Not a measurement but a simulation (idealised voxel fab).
process module | voxel wiring stack
cross-section cut | 290 nm wide | cells 5 nm
A cross-section is a grid of square cells, given in bands from the top down. A band is one or more rows of cells.
Each band's line starts with the height of the band's top and of its bottom, in nm. Then come its materials from left to right, each with its width in nm. One material with "throughout" fills the band from edge to edge. "air" is empty space.
Height 0 is the level under which the wafer as received is all one material. The lowest band goes on downwards, as in "0 down".
A width such as "30 to 40" changes by the same amount from each row of cells to the next, from the band's top row to its bottom row.
"no change" after a step means that no cell of the cross-section changed.
closed voids: empty space of 8 cells or more with no open way to the top, each as width x height at its distance from the left edge, in nm
after a step's settings: what the simulator itself notes on the step
overlay nm, on a step with a mask: how far to the right of its planned place the mask lay; to the left if negative
plan
1 op RECEIVE | material Si
2 op CONFORMAL_DEP | material SiO2 | thk nm 15
3 op CONFORMAL_DEP | material SiN | thk nm 5
4 op DIRECTIONAL_DEP | material SiO2 | thk nm 15
5 op PATTERN | tone open | mask id METAL_1 | material resist | width nm 20 | pitch nm 50 | thk nm 20 | overlay nm 0
6 op DIRECTIONAL_ETCH | etch materials SiO2 | depth nm 15
7 op DIRECTIONAL_ETCH | etch materials SiN | depth nm 5
8 op STRIP | etch materials resist
9 op CONFORMAL_DEP | material TiN | thk nm 5
10 op FILL_DEP | material Cu | thk nm 5
11 op CMP | height nm 35
12 op CONFORMAL_DEP | material SiCN | thk nm 5
13 op DIRECTIONAL_DEP | material SiO2 | thk nm 25
14 op DIRECTIONAL_DEP | material aC | thk nm 15
15 op PATTERN | tone open | mask id METAL_2_HOLES | material resist | width nm 15 | pitch nm 100 | thk nm 35 | overlay nm 0
16 op DIRECTIONAL_ETCH | etch materials aC | depth nm 15
17 op STRIP | etch materials resist
18 op DIRECTIONAL_ETCH | etch materials SiO2 | depth nm 25
19 op STRIP | etch materials aC
20 op PATTERN | tone open | mask id METAL_2 | material resist | width nm 20 | pitch nm 50 | thk nm 15 | overlay nm 0
21 op DIRECTIONAL_ETCH | etch materials SiO2 | depth nm 15
22 op DIRECTIONAL_ETCH | etch materials SiCN | depth nm 5
23 op STRIP | etch materials resist
24 op CONFORMAL_DEP | material TiN | thk nm 5
25 op FILL_DEP | material Ru | thk nm 10
26 op CMP | height nm 65
27 op CONFORMAL_DEP | material SiCN | thk nm 5
28 op DIRECTIONAL_DEP | material lowk | thk nm 30
29 op PATTERN | tone open | mask id METAL_3_HOLES | material resist | width nm 15 | pitch nm 100 | thk nm 20 | overlay nm 0
30 op DIRECTIONAL_ETCH | etch materials lowk | depth nm 30
31 op STRIP | etch materials resist
32 op MASKED_ETCH | tone open | mask id METAL_3 | width nm 20 | pitch nm 50 | etch materials lowk | depth nm 20 | overlay nm 0
33 op MASKED_ETCH | tone open | mask id METAL_3 | width nm 20 | pitch nm 50 | etch materials SiCN | depth nm 5 | overlay nm 0
34 op CONFORMAL_DEP | material TiN | thk nm 5
35 op FILL_DEP | material Ru | thk nm 10
36 op CMP | height nm 100
37 op CONFORMAL_DEP | material SiCN | thk nm 5
38 op DIRECTIONAL_DEP | material lowk | thk nm 10
39 op MASKED_ETCH | tone open | mask id PLUG_3 | width nm 15 | pitch nm 50 | etch materials lowk | depth nm 10 | overlay nm 0
40 op MASKED_ETCH | tone open | mask id PLUG_3 | width nm 15 | pitch nm 50 | etch materials SiCN | depth nm 5 | overlay nm 0
41 op EPI | material Ru | thk nm 10
42 op EPI | material Ru | thk nm 5
43 op CONFORMAL_DEP | material SiN | thk nm 5
44 op DIRECTIONAL_DEP | material lowk | thk nm 15
45 op DIRECTIONAL_DEP | material aC | thk nm 15
46 op PATTERN | tone open | mask id METAL_4 | material resist | width nm 20 | pitch nm 50 | thk nm 35 | overlay nm 0
47 op DIRECTIONAL_ETCH | etch materials aC | depth nm 15
48 op STRIP | etch materials resist
49 op DIRECTIONAL_ETCH | etch materials lowk | depth nm 15
50 op DIRECTIONAL_ETCH | etch materials SiN | depth nm 5
51 op STRIP | etch materials aC
52 op CONFORMAL_DEP | material TiN | thk nm 5
53 op FILL_DEP | material Ru | thk nm 5
54 op CMP | height nm 135
55 op EPI | material Ru | thk nm 5
56 op FILL_DEP | material SiCN | thk nm 5
as received, after step 1
  0 down: Si throughout
  closed voids: none
first wafer at the end, as planned
  145 to 140: SiCN throughout
  140 to 135: SiCN 80 | Ru 30 | SiCN 20 | Ru 30 | SiCN 20 | Ru 30 | SiCN 80
  135 to 120: lowk 85 | TiN 5 | Ru 10 | TiN 5 | lowk 30 | TiN 5 | Ru 10 | TiN 5 | lowk 30 | TiN 5 | Ru 10 | TiN 5 | lowk 85
  120 to 115: SiN 85 | TiN 20 | SiN 30 | TiN 20 | SiN 30 | TiN 20 | SiN 85
  115 to 105: lowk 85 | Ru 15 | lowk 35 | Ru 15 | lowk 35 | Ru 15 | lowk 90
  105 to 100: SiCN 85 | Ru 15 | SiCN 35 | Ru 15 | SiCN 35 | Ru 15 | SiCN 90
  100 to 85: lowk 85 | TiN 5 | Ru 10 | TiN 5 | lowk 30 | TiN 5 | Ru 10 | TiN 5 | lowk 30 | TiN 5 | Ru 10 | TiN 5 | lowk 85
  85 to 80: lowk 85 | TiN 5 | Ru 5 | TiN 10 | lowk 30 | TiN 20 | lowk 30 | TiN 5 | Ru 5 | TiN 10 | lowk 85
  80 to 70: lowk 85 | TiN 5 | Ru 5 | TiN 5 | lowk 85 | TiN 5 | Ru 5 | TiN 5 | lowk 90
  70 to 65: SiCN 85 | TiN 15 | SiCN 85 | TiN 15 | SiCN 90
  65 to 55: SiO2 85 | TiN 5 | Ru 10 | TiN 5 | SiO2 30 | TiN 5 | Ru 10 | TiN 5 | SiO2 30 | TiN 5 | Ru 10 | TiN 5 | SiO2 85
  55 to 50: SiO2 85 | TiN 5 | Ru 5 | TiN 10 | SiO2 30 | TiN 20 | SiO2 30 | TiN 5 | Ru 5 | TiN 10 | SiO2 85
  50 to 40: SiO2 85 | TiN 5 | Ru 5 | TiN 5 | SiO2 85 | TiN 5 | Ru 5 | TiN 5 | SiO2 90
  40 to 35: SiCN 85 | TiN 15 | SiCN 85 | TiN 15 | SiCN 90
  35 to 20: SiO2 85 | TiN 5 | Cu 10 | TiN 5 | SiO2 30 | TiN 5 | Cu 10 | TiN 5 | SiO2 30 | TiN 5 | Cu 10 | TiN 5 | SiO2 85
  20 to 15: SiN 85 | TiN 20 | SiN 30 | TiN 20 | SiN 30 | TiN 20 | SiN 85
  15 to 0: SiO2 throughout
  0 down: Si throughout
  closed voids: none
second wafer at the end: like start, like plan, one mistake
  145 to 140: SiCN throughout
  140 to 135: SiCN 80 | Ru 30 | SiCN 20 | Ru 30 | SiCN 20 | Ru 30 | SiCN 80
  135 to 120: lowk 85 | TiN 5 | Ru 10 | TiN 5 | lowk 30 | TiN 5 | Ru 10 | TiN 5 | lowk 30 | TiN 5 | Ru 10 | TiN 5 | lowk 85
  120 to 115: SiN 85 | TiN 20 | SiN 30 | TiN 20 | SiN 30 | TiN 20 | SiN 85
  115 to 105: lowk 85 | Ru 15 | lowk 35 | Ru 15 | lowk 35 | Ru 15 | lowk 90
  105 to 100: SiCN 85 | Ru 15 | SiCN 35 | Ru 15 | SiCN 35 | Ru 15 | SiCN 90
  100 to 85: lowk 85 | TiN 5 | Ru 10 | TiN 5 | lowk 30 | TiN 5 | Ru 10 | TiN 5 | lowk 30 | TiN 5 | Ru 10 | TiN 5 | lowk 85
  85 to 80: lowk 85 | TiN 5 | Ru 5 | TiN 10 | lowk 30 | TiN 20 | lowk 30 | TiN 5 | Ru 5 | TiN 10 | lowk 85
  80 to 70: lowk 85 | TiN 5 | Ru 5 | TiN 5 | lowk 85 | TiN 5 | Ru 5 | TiN 5 | lowk 90
  70 to 65: SiCN 85 | TiN 15 | SiCN 85 | TiN 15 | SiCN 90
  65 to 55: Ru 95 | TiN 5 | SiO2 5 | TiN 5 | Ru 20 | TiN 5 | SiO2 20 | TiN 5 | Ru 35 | TiN 5 | SiO2 5 | TiN 5 | Ru 80
  55 to 50: TiN 90 | Ru 5 | TiN 5 | SiO2 5 | TiN 30 | SiO2 20 | TiN 35 | Ru 5 | TiN 5 | SiO2 5 | TiN 85
  50 to 45: SiO2 85 | TiN 5 | Ru 5 | TiN 5 | SiO2 85 | TiN 5 | Ru 5 | TiN 5 | SiO2 90
  45 to 40: SiO2 85 | TiN 15 | SiO2 85 | TiN 15 | SiO2 90
  40 to 35: SiCN throughout
  35 to 20: SiO2 85 | TiN 5 | Cu 10 | TiN 5 | SiO2 30 | TiN 5 | Cu 10 | TiN 5 | SiO2 30 | TiN 5 | Cu 10 | TiN 5 | SiO2 85
  20 to 15: SiN 85 | TiN 20 | SiN 30 | TiN 20 | SiN 30 | TiN 20 | SiN 85
  15 to 0: SiO2 throughout
  0 down: Si throughout
  closed voids: none
what went wrong: step 20 ran as: op PATTERN | tone cover | mask id METAL_2 | material resist | width nm 20 | pitch nm 50 | thk nm 15 | overlay nm 0
at the end the second wafer has, in cells: 78 more of Ru | 6 more of SiCN | 120 fewer of SiO2 | 36 more of TiN
